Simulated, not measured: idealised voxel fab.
This is a process module. Its name is voxel double patterning.
Pictured: cross-section cut, 275 nm wide, on a grid of 5 nm square cells.
The cross-sections in this document take the form of a grid made of square cells. They are written out as bands, in order from top to bottom. Each band consists of one or more rows of cells. Band: top height; bottom height; in nm. Then, left to right: material with width in nm, for each material. "throughout": a single material spanning edge to edge. "blank": empty space. Below 0: as-received wafer, all one material; heights counted from there. Lowest band: no bottom, goes on down, written "0 -> down". Graded width ("30..40"): value in top row of band = first number; value in bottom row = second number; row-to-row change constant. "identical to before", as given for a step, is the statement that not any cell of the cross-section underwent a change during that step. You'll see "Closed internal cavities" listing empty spaces that have no way open to the top, as long as they're 8 cells or more; the notation is width x height at distance, where the distance is from the left edge, and all of it is in nm. Post-settings text on a step line: simulator's own remark regarding the step. Regarding "overlay nm": on a step with a mask, it is the distance the mask lay to the right of its planned place; a negative value places it to the left.

### Listed below are the process steps as planned
1,RECEIVE with material Si
2,CONFORMAL_DEP with material SiO2, thk nm 10
3,DIRECTIONAL_DEP with material polySi, thk nm 15
4,DIRECTIONAL_DEP with material SiCN, thk nm 5
5,MASKED_ETCH with tone open, mask id FIRST, width nm 15, pitch nm 50, etch materials SiCN, depth nm 5, overlay nm 0
6,DIRECTIONAL_DEP with material aC, thk nm 10
7,PATTERN with tone open, mask id SECOND, material resist, width nm 15, pitch nm 50, thk nm 25, overlay nm 0
8,DIRECTIONAL_ETCH with etch materials aC, depth nm 10
9,STRIP with etch materials resist
10,DIRECTIONAL_ETCH with etch materials SiCN, depth nm 5
11,STRIP with etch materials aC
12,DIRECTIONAL_ETCH with etch materials polySi, depth nm 15
13,STRIP with etch materials SiCN

### On the first of the two wafers: run conducted according to plan

### Wafer at receipt (post step 1), cross-section
0 -> down: Si throughout
Closed internal cavities: none

### How the wafer stands in section after step 2
10 -> 0: SiO2 throughout
Below a height of 0, the structure has not been altered.

### How the wafer stands in section after step 3
25 -> 10: polySi throughout
Below a height of 10, the structure has not been altered.

### How the wafer stands in section after step 4
30 -> 25: SiCN throughout
Below a height of 25, the structure has not been altered.

### How the wafer stands in section after step 5
30 -> 25: SiCN 80 nm, then blank 15 nm, then SiCN 35 nm, then blank 15 nm, then SiCN 35 nm, then blank 15 nm, then SiCN 80 nm
Below a height of 25, the structure has not been altered.

### How the wafer stands in section after step 6
40 -> 35: aC 80 nm, then blank 15 nm, then aC 35 nm, then blank 15 nm, then aC 35 nm, then blank 15 nm, then aC 80 nm
35 -> 30: aC throughout
30 -> 25: SiCN 80 nm, then aC 15 nm, then SiCN 35 nm, then aC 15 nm, then SiCN 35 nm, then aC 15 nm, then SiCN 80 nm
Below a height of 25, the structure has not been altered.

### How the wafer stands in section after step 7
65 -> 40: resist 105 nm, then blank 15 nm, then resist 35 nm, then blank 15 nm, then resist 105 nm
40 -> 35: aC 80 nm, then resist 15 nm, then aC 35 nm, then resist 15 nm, then aC 35 nm, then resist 15 nm, then aC 80 nm
Below a height of 35, the structure has not been altered.

### How the wafer stands in section after step 8
55 -> 40: resist 105 nm, then blank 15 nm, then resist 35 nm, then blank 15 nm, then resist 105 nm
40 -> 35: aC 80 nm, then resist 15 nm, then aC 10 nm, then blank 15 nm, then aC 10 nm, then resist 15 nm, then aC 10 nm, then blank 15 nm, then aC 10 nm, then resist 15 nm, then aC 80 nm
35 -> 30: aC 105 nm, then blank 15 nm, then aC 35 nm, then blank 15 nm, then aC 105 nm
Below a height of 30, the structure has not been altered.

### How the wafer stands in section after step 9
40 -> 35: aC 80 nm, then blank 15 nm, then aC 10 nm, then blank 15 nm, then aC 10 nm, then blank 15 nm, then aC 10 nm, then blank 15 nm, then aC 10 nm, then blank 15 nm, then aC 80 nm
Below a height of 35, the structure has not been altered.

### How the wafer stands in section after step 10
40 -> 35: aC 80 nm, then blank 15 nm, then aC 10 nm, then blank 15 nm, then aC 10 nm, then blank 15 nm, then aC 10 nm, then blank 15 nm, then aC 10 nm, then blank 15 nm, then aC 80 nm
35 -> 30: aC 105 nm, then blank 15 nm, then aC 35 nm, then blank 15 nm, then aC 105 nm
30 -> 25: SiCN 80 nm, then aC 15 nm, then SiCN 10 nm, then blank 15 nm, then SiCN 10 nm, then aC 15 nm, then SiCN 10 nm, then blank 15 nm, then SiCN 10 nm, then aC 15 nm, then SiCN 80 nm
Below a height of 25, the structure has not been altered.

### How the wafer stands in section after step 11
30 -> 25: SiCN 80 nm, then blank 15 nm, then SiCN 10 nm, then blank 15 nm, then SiCN 10 nm, then blank 15 nm, then SiCN 10 nm, then blank 15 nm, then SiCN 10 nm, then blank 15 nm, then SiCN 80 nm
Below a height of 25, the structure has not been altered.

### How the wafer stands in section after step 12
30 -> 25: SiCN 80 nm, then blank 15 nm, then SiCN 10 nm, then blank 15 nm, then SiCN 10 nm, then blank 15 nm, then SiCN 10 nm, then blank 15 nm, then SiCN 10 nm, then blank 15 nm, then SiCN 80 nm
25 -> 10: polySi 80 nm, then blank 15 nm, then polySi 10 nm, then blank 15 nm, then polySi 10 nm, then blank 15 nm, then polySi 10 nm, then blank 15 nm, then polySi 10 nm, then blank 15 nm, then polySi 80 nm
Below a height of 10, the structure has not been altered.

### How the wafer stands in section after step 13
25 -> 10: polySi 80 nm, then blank 15 nm, then polySi 10 nm, then blank 15 nm, then polySi 10 nm, then blank 15 nm, then polySi 10 nm, then blank 15 nm, then polySi 10 nm, then blank 15 nm, then polySi 80 nm
Below a height of 10, the structure has not been altered.

### What follows concerns the second wafer, which started out like the first and was meant to follow the very same plan; one mistake crept in when it was run, but everything up to and including step 4 is the same as for the first wafer

### Cross-section of the second wafer when, according to plan, step 5 should have finished
30 -> 25: blank 80 nm, then SiCN 15 nm, then blank 35 nm, then SiCN 15 nm, then blank 35 nm, then SiCN 15 nm, then blank 80 nm
Below a height of 25, the structure has not been altered.

### Cross-section of the second wafer when, according to plan, step 6 should have finished
40 -> 35: blank 80 nm, then aC 15 nm, then blank 35 nm, then aC 15 nm, then blank 35 nm, then aC 15 nm, then blank 80 nm
35 -> 30: aC throughout
30 -> 25: aC 80 nm, then SiCN 15 nm, then aC 35 nm, then SiCN 15 nm, then aC 35 nm, then SiCN 15 nm, then aC 80 nm
Below a height of 25, the structure has not been altered.

### Cross-section of the second wafer when, according to plan, step 7 should have finished
65 -> 40: resist 105 nm, then blank 15 nm, then resist 35 nm, then blank 15 nm, then resist 105 nm
40 -> 35: resist 80 nm, then aC 15 nm, then resist 10 nm, then blank 15 nm, then resist 10 nm, then aC 15 nm, then resist 10 nm, then blank 15 nm, then resist 10 nm, then aC 15 nm, then resist 80 nm
Below a height of 35, the structure has not been altered.

### Cross-section of the second wafer when, according to plan, step 8 should have finished
55 -> 40: resist 105 nm, then blank 15 nm, then resist 35 nm, then blank 15 nm, then resist 105 nm
40 -> 35: resist 80 nm, then aC 15 nm, then resist 10 nm, then blank 15 nm, then resist 10 nm, then aC 15 nm, then resist 10 nm, then blank 15 nm, then resist 10 nm, then aC 15 nm, then resist 80 nm
35 -> 30: aC 105 nm, then blank 15 nm, then aC 35 nm, then blank 15 nm, then aC 105 nm
30 -> 25: aC 80 nm, then SiCN 15 nm, then aC 10 nm, then blank 15 nm, then aC 10 nm, then SiCN 15 nm, then aC 10 nm, then blank 15 nm, then aC 10 nm, then SiCN 15 nm, then aC 80 nm
Below a height of 25, the structure has not been altered.

### Cross-section of the second wafer when, according to plan, step 9 should have finished
40 -> 35: blank 80 nm, then aC 15 nm, then blank 35 nm, then aC 15 nm, then blank 35 nm, then aC 15 nm, then blank 80 nm
Below a height of 35, the structure has not been altered.

Cross-section of the second wafer when, according to plan, step 10 should have finished: identical to before

### Cross-section of the second wafer when, according to plan, step 11 should have finished
30 -> 25: blank 80 nm, then SiCN 15 nm, then blank 35 nm, then SiCN 15 nm, then blank 35 nm, then SiCN 15 nm, then blank 80 nm
Below a height of 25, the structure has not been altered.

### Cross-section of the second wafer when, according to plan, step 12 should have finished
30 -> 25: blank 80 nm, then SiCN 15 nm, then blank 35 nm, then SiCN 15 nm, then blank 35 nm, then SiCN 15 nm, then blank 80 nm
25 -> 10: blank 80 nm, then polySi 15 nm, then blank 35 nm, then polySi 15 nm, then blank 35 nm, then polySi 15 nm, then blank 80 nm
Below a height of 10, the structure has not been altered.

### Cross-section of the second wafer when, according to plan, step 13 should have finished
25 -> 10: blank 80 nm, then polySi 15 nm, then blank 35 nm, then polySi 15 nm, then blank 35 nm, then polySi 15 nm, then blank 80 nm
Below a height of 10, the structure has not been altered.
Deviation noted in wafer processing: so step 5 ended up running with a different setting than we planned, it ran as MASKED_ETCH with tone cover, mask id FIRST, width nm 15, pitch nm 50, etch materials SiCN, depth nm 5, overlay nm 0
It is noted that, at the conclusion of processing, the second wafer exhibits a higher or lower cell count for certain materials relative to the first: polySi -93
